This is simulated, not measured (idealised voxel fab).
Herein follows the process module entitled voxel released beams.
Shown is cross-section cut, with a width of 195 nm and square cells of size 5 nm.
Cross-section layout: square cells on a grid; listed as bands, top to bottom; a band spans one or more cell rows. Heads up on the band format: heights come first, top then bottom, in nm. After that it's the materials left to right, each with its width in nm. A single material flagged "full width" fills the whole band edge to edge, and "empty" means there's empty space there. Zero point of the height axis is 0; under it, received wafer = one material. Lowest band: continues down indefinitely, "top 0, no bottom". A two-number width, for instance "30 to 40", indicates that the width is equal to the first number in the top row of the band and to the second number in the bottom row, and that it changes by a constant amount per row of cells. What does "nothing was modified" mean for a step? It means no cell of the cross-section changed in that step. "Closed void list" - sealed voids, min. 8 cells, no opening to top; format: width x height at distance (distance from left edge; nm throughout). Where a step's line continues beyond its settings, the continuation is a remark by the simulator itself on that step. overlay nm, on a step with a mask: how far to the right of its planned place the mask lay; to the left if negative.

Below is the list of planned process steps
1,RECEIVE with material Si
2,CONFORMAL_DEP with material SiN, thk nm 5
3,DIRECTIONAL_DEP with material SiO2, thk nm 10
4,MASKED_ETCH with tone open, mask id ANCHOR, width nm 45, etch materials SiO2, depth nm 10, overlay nm 0
5,CONFORMAL_DEP with material TiN, thk nm 15
6,DIRECTIONAL_DEP with material aC, thk nm 10
7,PATTERN with tone cover, mask id BEAM, material resist, width nm 120, thk nm 30, overlay nm 0
8,DIRECTIONAL_ETCH with etch materials aC, depth nm 10
9,STRIP with etch materials resist
10,DIRECTIONAL_ETCH with etch materials TiN, depth nm 15
11,STRIP with etch materials aC
12,STRIP with etch materials SiO2

Cross-section of the incoming wafer, state after step 1
    top 0, no bottom | Si full width
    Closed void list: none

Cross-section at module end, one run error; start and plan unchanged from above
    top 30, bottom 20 | 40 empty, 15 TiN, 15 empty, 90 TiN, 35 empty
    top 20, bottom 15 | 40 empty, 120 TiN, 35 empty
    top 15, bottom 5 | 40 empty, 45 TiN, 110 empty
    top 5, bottom 0 | SiN full width
    top 0, no bottom | Si full width
    Closed void list: none
what went wrong: the process deviated at step 7: the operation and settings actually run there were PATTERN with tone cover, mask id BEAM, material resist, width nm 120, thk nm 30, overlay nm 5
